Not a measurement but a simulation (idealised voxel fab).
process module | voxel transistor to metal
cross-section cut | 200 nm wide | cells 5 nm
A cross-section is a grid of square cells, given in bands from the top down. A band is one or more rows of cells.
Each band's line starts with the height of the band's top and of its bottom, in nm. Then come its materials from left to right, each with its width in nm. One material with "throughout" fills the band from edge to edge. "air" is empty space.
Height 0 is the level under which the wafer as received is all one material. The lowest band goes on downwards, as in "0 down".
A width such as "30 to 40" changes by the same amount from each row of cells to the next, from the band's top row to its bottom row.
"no change" after a step means that no cell of the cross-section changed.
closed voids: empty space of 8 cells or more with no open way to the top, each as width x height at its distance from the left edge, in nm
after a step's settings: what the simulator itself notes on the step
overlay nm, on a step with a mask: how far to the right of its planned place the mask lay; to the left if negative
plan
1 op RECEIVE | material Si
2 op CONFORMAL_DEP | material SiO2 | thk nm 5
3 op CONFORMAL_DEP | material SiN | thk nm 15
4 op MASKED_ETCH | tone cover | mask id ACTIVE | width nm 85 | etch materials SiN | depth nm 15 | overlay nm 0
5 op MASKED_ETCH | tone cover | mask id ACTIVE | width nm 85 | etch materials SiO2 | depth nm 5 | overlay nm 0
6 op MASKED_ETCH | tone cover | mask id ACTIVE | width nm 85 | etch materials Si | depth nm 25 | overlay nm 0
7 op OXIDIZE | depth nm 5
8 op FILL_DEP | material SiO2 | thk nm 15
9 op CMP | height nm 20
10 op SELECTIVE_ETCH | etch materials SiO2 | depth nm 10
11 op STRIP | etch materials SiN
12 op SELECTIVE_ETCH | etch materials SiO2 | depth nm 5
13 op OXIDIZE | depth nm 5
14 op DIRECTIONAL_DEP | material polySi | thk nm 30
15 op DIRECTIONAL_DEP | material SiCN | thk nm 15
16 op DIRECTIONAL_DEP | material aC | thk nm 10
17 op PATTERN | tone cover | mask id GATE | material resist | width nm 15 | thk nm 25 | overlay nm 0
18 op DIRECTIONAL_ETCH | etch materials aC | depth nm 10
19 op STRIP | etch materials resist
20 op DIRECTIONAL_ETCH | etch materials SiCN | depth nm 25
21 op DIRECTIONAL_ETCH | etch materials polySi | depth nm 40
22 op STRIP | etch materials aC
23 op CONFORMAL_DEP | material SiO2 | thk nm 5
24 op DIRECTIONAL_ETCH | etch materials SiO2 | depth nm 5
25 op CONFORMAL_DEP | material SiN | thk nm 10
26 op DIRECTIONAL_ETCH | etch materials SiN | depth nm 10
27 op DIRECTIONAL_ETCH | etch materials SiO2 | depth nm 5
28 op DIRECTIONAL_ETCH | etch materials Si | depth nm 15
29 op EPI | material nSi | thk nm 15
30 op FILL_DEP | material SiO2 | thk nm 5
31 op CMP | height nm 45
32 op DIRECTIONAL_DEP | material SiO2 | thk nm 10
33 op DIRECTIONAL_DEP | material aC | thk nm 10
34 op PATTERN | tone open | mask id CONTACT | material resist | width nm 15 | pitch nm 60 | thk nm 30 | overlay nm 0
35 op DIRECTIONAL_ETCH | etch materials aC | depth nm 10
36 op STRIP | etch materials resist
37 op DIRECTIONAL_ETCH | etch materials SiO2 | depth nm 45
38 op STRIP | etch materials aC
39 op CONFORMAL_DEP | material TiN | thk nm 5
40 op FILL_DEP | material W | thk nm 10
41 op CMP | height nm 55
42 op CONFORMAL_DEP | material SiCN | thk nm 5
43 op DIRECTIONAL_DEP | material SiO2 | thk nm 15
44 op PATTERN | tone open | mask id METAL_1 | material resist | width nm 15 | pitch nm 60 | thk nm 15 | overlay nm 0
45 op DIRECTIONAL_ETCH | etch materials SiO2 | depth nm 15
46 op DIRECTIONAL_ETCH | etch materials SiCN | depth nm 5
47 op STRIP | etch materials resist
48 op CONFORMAL_DEP | material TiN | thk nm 5
49 op FILL_DEP | material W | thk nm 10
50 op CMP | height nm 75
51 op CONFORMAL_DEP | material SiCN | thk nm 5
52 op DIRECTIONAL_DEP | material SiO2 | thk nm 25
53 op PATTERN | tone open | mask id METAL_2 | material resist | width nm 15 | pitch nm 60 | thk nm 20 | overlay nm 0
54 op DIRECTIONAL_ETCH | etch materials SiO2 | depth nm 15
55 op STRIP | etch materials resist
56 op PATTERN | tone open | mask id METAL_2_HOLES | material resist | width nm 15 | pitch nm 60 | thk nm 20 | overlay nm 0
57 op DIRECTIONAL_ETCH | etch materials SiO2 | depth nm 10
58 op DIRECTIONAL_ETCH | etch materials SiCN | depth nm 5
59 op STRIP | etch materials resist
60 op CONFORMAL_DEP | material TiN | thk nm 5
61 op FILL_DEP | material Ru | thk nm 5
62 op CMP | height nm 105
63 op CONFORMAL_DEP | material SiCN | thk nm 5
as received, after step 1
  0 down: Si throughout
  closed voids: none
a wafer at the end: this start, this plan, one mistake
  110 to 105: SiCN throughout
  105 to 80: SiO2 throughout
  80 to 75: SiCN throughout
  75 to 60: SiO2 60 | TiN 5 | W 5 | TiN 5 | SiO2 45 | TiN 5 | W 5 | TiN 5 | SiO2 65
  60 to 55: SiCN 60 | TiN 15 | SiCN 45 | TiN 15 | SiCN 65
  55 to 45: SiO2 60 | TiN 5 | W 5 | TiN 5 | SiO2 45 | TiN 5 | W 5 | TiN 5 | SiO2 65
  45 to 30: SiO2 60 | TiN 5 | W 5 | TiN 5 | SiN 10 | SiO2 5 | SiCN 15 | SiO2 5 | SiN 10 | TiN 5 | W 5 | TiN 5 | SiO2 65
  30 to 15: SiO2 60 | TiN 5 | W 5 | TiN 5 | SiN 10 | SiO2 5 | polySi 15 | SiO2 5 | SiN 10 | TiN 5 | W 5 | TiN 5 | SiO2 65
  15 to 10: SiO2 60 | TiN 15 | SiN 10 | SiO2 5 | polySi 15 | SiO2 5 | SiN 10 | TiN 15 | SiO2 65
  10 to 5: SiO2 60 | nSi 15 | SiN 10 | SiO2 5 | polySi 15 | SiO2 5 | SiN 10 | nSi 15 | SiO2 65
  5 to 0: SiO2 55 | SiN 10 | nSi 10 | SiN 10 | SiO2 5 | polySi 15 | SiO2 5 | SiN 10 | nSi 10 | SiN 10 | SiO2 60
  0 to -5: SiO2 65 | nSi 10 | SiO2 45 | nSi 10 | SiO2 70
  -5 to -20: SiO2 60 | Si 5 | nSi 10 | Si 45 | nSi 10 | Si 5 | SiO2 65
  -20 to -30: SiO2 60 | Si 75 | SiO2 65
  -30 down: Si throughout
  closed voids: none
what went wrong: step 52 was run twice
